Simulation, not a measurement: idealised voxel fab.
process module | voxel double patterning
cross-section cut | 205 nm wide | cells 5 nm
A cross-section is a grid of square cells, given in bands from the top down. A band is one or more rows of cells.
Each band's line starts with the height of the band's top and of its bottom, in nm. Then come its materials from left to right, each with its width in nm. One material with "throughout" fills the band from edge to edge. "air" is empty space.
Height 0 is the level under which the wafer as received is all one material. The lowest band goes on downwards, as in "0 down".
A width such as "30 to 40" changes by the same amount from each row of cells to the next, from the band's top row to its bottom row.
"no change" after a step means that no cell of the cross-section changed.
closed voids: empty space of 8 cells or more with no open way to the top, each as width x height at its distance from the left edge, in nm
after a step's settings: what the simulator itself notes on the step
overlay nm, on a step with a mask: how far to the right of its planned place the mask lay; to the left if negative
plan
1 op RECEIVE | material Si
2 op CONFORMAL_DEP | material SiO2 | thk nm 5
3 op DIRECTIONAL_DEP | material W | thk nm 10
4 op DIRECTIONAL_DEP | material SiN | thk nm 10
5 op PATTERN | tone open | mask id FIRST | material resist | width nm 15 | pitch nm 50 | thk nm 15 | overlay nm 0
6 op DIRECTIONAL_ETCH | etch materials SiN | depth nm 10
7 op STRIP | etch materials resist
8 op MASKED_ETCH | tone open | mask id SECOND | width nm 15 | etch materials SiN | depth nm 10 | overlay nm 0
9 op DIRECTIONAL_ETCH | etch materials W | depth nm 10
10 op STRIP | etch materials SiN
as received, after step 1
  0 down: Si throughout
  closed voids: none
first wafer at the end, as planned
  15 to 5: W 70 | air 15 | W 10 | air 15 | W 10 | air 15 | W 70
  5 to 0: SiO2 throughout
  0 down: Si throughout
  closed voids: none
second wafer at the end: like start, like plan, one mistake
  10 to 0: W 70 | air 15 | W 10 | air 15 | W 10 | air 15 | W 70
  0 down: Si throughout
  closed voids: none
what went wrong: step 2 was left out
at the end the second wafer has, in cells: 41 fewer of SiO2
